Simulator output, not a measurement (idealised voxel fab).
Documented hereafter: the process module known as voxel air gaps.
Each square cell in cross-section cut measures 5 nm, and the section as a whole is 275 nm wide.
Cross-section spec: square-cell grid; bands listed top down; each band is one or more rows. Per band: top height and bottom height in nm, followed by the left-to-right materials and their widths in nm; "full width" marks a single material spanning edge to edge, "blank" marks empty space. The level at which height equals 0 is the one under which the wafer, as it arrives, is entirely one material. No lower edge exists for the bottom band, which continues downward and is notated as in "0..down". So if you see something like "30 to 40" for the width, read it as the top row of the band sitting at the first number and the bottom row at the second, with every row in between moving by the same amount as the last. For the purposes of this document, the phrase "nothing different" attached to a step denotes that no cell within the cross-section was modified by that step. "Encapsulated voids" specifies each empty space that is not open to the top and that occupies no fewer than 8 cells, using the form width x height at distance, the distance measured from the left edge and all three quantities in nm. Where a step's line continues beyond its settings, the continuation is a remark by the simulator itself on that step. The "overlay nm" setting may appear on a step's line; for a step that uses a mask, it gives how far to the right of its planned position the mask lay, and a negative value indicates the left.

Process steps (planned):
1 RECEIVE [material Si]
2 CONFORMAL_DEP [material SiO2] [thk nm 10]
3 CONFORMAL_DEP [material SiN] [thk nm 5]
4 DIRECTIONAL_DEP [material SiO2] [thk nm 35]
5 MASKED_ETCH [tone open] [mask id LINES] [width nm 20] [pitch nm 50] [etch materials SiO2] [depth nm 35] [overlay nm 0]
6 CONFORMAL_DEP [material TiN] [thk nm 5]
7 FILL_DEP [material W] [thk nm 10]
8 CMP [height nm 50]
9 EPI [material Ru] [thk nm 10]
10 SELECTIVE_ETCH [etch materials SiO2] [depth nm 45]
11 CONFORMAL_DEP [material SiN] [thk nm 5]

As-received wafer cross-section (after step 1):
	0..down: Si full width
	Encapsulated voids: none

Figure: cross-sectional view of the wafer upon completion of the module, processed from the initial state and according to the plan depicted above, with one error introduced during execution:
	65..60: SiN full width
	60..50: Ru full width
	50..45: TiN 55 / W 10 / TiN 40 / W 10 / TiN 40 / W 10 / TiN 40 / W 10 / TiN 60
	45..15: SiO2 50 / TiN 5 / W 10 / TiN 5 / SiO2 30 / TiN 5 / W 10 / TiN 5 / SiO2 30 / TiN 5 / W 10 / TiN 5 / SiO2 30 / TiN 5 / W 10 / TiN 5 / SiO2 55
	15..10: SiO2 50 / TiN 20 / SiO2 30 / TiN 20 / SiO2 30 / TiN 20 / SiO2 30 / TiN 20 / SiO2 55
	10..0: SiO2 full width
	0..down: Si full width
	Encapsulated voids: none
So what did we get wrong on this run? step 3 of the plan did not run at all; it was left out
